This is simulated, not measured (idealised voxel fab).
Herein follows the process module entitled voxel transistor to metal.
cross-section cut | 295 nm wide | cells 5 nm
A cross-section is written here as square cells arranged in a grid, and it is given in bands from the top down, each band taking up one or more rows of cells.
Read a band's entry like this: the first values are the height of its top and the height of its bottom in nm, and what follows is the sequence of materials from left to right, each with its width in nm. Note that "air" is empty space, and that a single material marked "everywhere" reaches across the band from edge to edge.
The reference from which all heights are counted is 0, the level beneath which the as-received wafer is entirely one material; the lowest band, having no lower bound, proceeds downward and is written after the example "0 down".
Think of "30..40" as a width that walks from the first number to the second as you go down the band, top row to bottom row, taking equal-sized steps from row to row.
Basically "no alterations made" means that step didn't change any cell in the cross-section.
Entry "Enclosed empty spaces". Content: empty spaces with no open connection to the top, size 8 cells or greater. Each: width x height at distance. Distance: from left edge. Unit: nm.
Formally, on a step line, whatever follows the settings is a remark that the simulator itself makes on the step.
A step line may carry the setting "overlay nm", which, for steps involving a mask, states the distance by which the mask lay to the right of its intended position; negative values denote displacement to the left.
Process steps foreseen in the plan
1,RECEIVE, material Si
2,OXIDIZE, depth nm 5
3,CONFORMAL_DEP, material SiN, thk nm 15
4,DIRECTIONAL_DEP, material aC, thk nm 10
5,PATTERN, tone cover, mask id ACTIVE, material resist, width nm 95, pitch nm 125, thk nm 30, overlay nm 0
6,DIRECTIONAL_ETCH, etch materials aC, depth nm 10
7,STRIP, etch materials resist
8,DIRECTIONAL_ETCH, etch materials SiN, depth nm 15
9,DIRECTIONAL_ETCH, etch materials SiO2, depth nm 5
10,DIRECTIONAL_ETCH, etch materials Si, depth nm 30
11,STRIP, etch materials aC
12,OXIDIZE, depth nm 5
13,FILL_DEP, material SiO2, thk nm 10
14,CMP, height nm 15
15,SELECTIVE_ETCH, etch materials SiO2, depth nm 10
16,STRIP, etch materials SiN
17,SELECTIVE_ETCH, etch materials SiO2, depth nm 5
18,OXIDIZE, depth nm 5
19,DIRECTIONAL_DEP, material polySi, thk nm 20
20,DIRECTIONAL_DEP, material SiCN, thk nm 10
21,PATTERN, tone cover, mask id GATE, material resist, width nm 15, pitch nm 125, thk nm 15, overlay nm 0
22,DIRECTIONAL_ETCH, etch materials SiCN, depth nm 20
23,DIRECTIONAL_ETCH, etch materials polySi, depth nm 30
24,STRIP, etch materials resist
25,CONFORMAL_DEP, material SiN, thk nm 5
26,DIRECTIONAL_ETCH, etch materials SiN, depth nm 5
27,DIRECTIONAL_ETCH, etch materials SiO2, depth nm 5
28,DIRECTIONAL_ETCH, etch materials Si, depth nm 10
29,EPI, material SiGe, thk nm 15
30,FILL_DEP, material SiO2, thk nm 5
31,CMP, height nm 25
32,DIRECTIONAL_DEP, material SiO2, thk nm 15
33,MASKED_ETCH, tone open, mask id CONTACT, width nm 15, etch materials SiO2, depth nm 45, overlay nm 0
34,CONFORMAL_DEP, material TiN, thk nm 5
35,FILL_DEP, material Ru, thk nm 5
36,CMP, height nm 40
37,DIRECTIONAL_DEP, material TiN, thk nm 5
38,DIRECTIONAL_DEP, material Ru, thk nm 15
39,MASKED_ETCH, tone cover, mask id METAL_1, width nm 15, etch materials Ru, depth nm 15, overlay nm 0
40,MASKED_ETCH, tone cover, mask id METAL_1, width nm 15, etch materials TiN, depth nm 5, overlay nm 0
41,CONFORMAL_DEP, material SiCN, thk nm 5
42,FILL_DEP, material lowk, thk nm 10
43,CMP, height nm 60
44,CONFORMAL_DEP, material SiN, thk nm 5
All wafers enter the flow in the same state. The width nm at step 33 differs from wafer to wafer, and the plan gives the value for the first wafer.
The first of several wafers in cross-section, exactly as it reached us after step 1
	0 down = Si everywhere
	Enclosed empty spaces: none
Tabulated below, wafer by wafer, are the end-of-module results: for each material, the number of cells gained (+) or lost (-) relative to the as-received state, followed by the closed voids
width nm 15 | +60 Ru | -316 Si | +83 SiCN | +100 SiGe | +87 SiN | +532 SiO2 | +80 TiN | +117 lowk | +24 polySi | Enclosed empty spaces: none
width nm 20 | +84 Ru | -316 Si | +83 SiCN | +100 SiGe | +87 SiN | +500 SiO2 | +88 TiN | +117 lowk | +24 polySi | Enclosed empty spaces: none
width nm 25 | +108 Ru | -316 Si | +83 SiCN | +100 SiGe | +87 SiN | +468 SiO2 | +96 TiN | +117 lowk | +24 polySi | Enclosed empty spaces: none
width nm 30 | +128 Ru | -316 Si | +83 SiCN | +100 SiGe | +87 SiN | +444 SiO2 | +100 TiN | +117 lowk | +24 polySi | Enclosed empty spaces: none
width nm 35 | +148 Ru | -316 Si | +83 SiCN | +100 SiGe | +87 SiN | +420 SiO2 | +104 TiN | +117 lowk | +24 polySi | Enclosed empty spaces: none
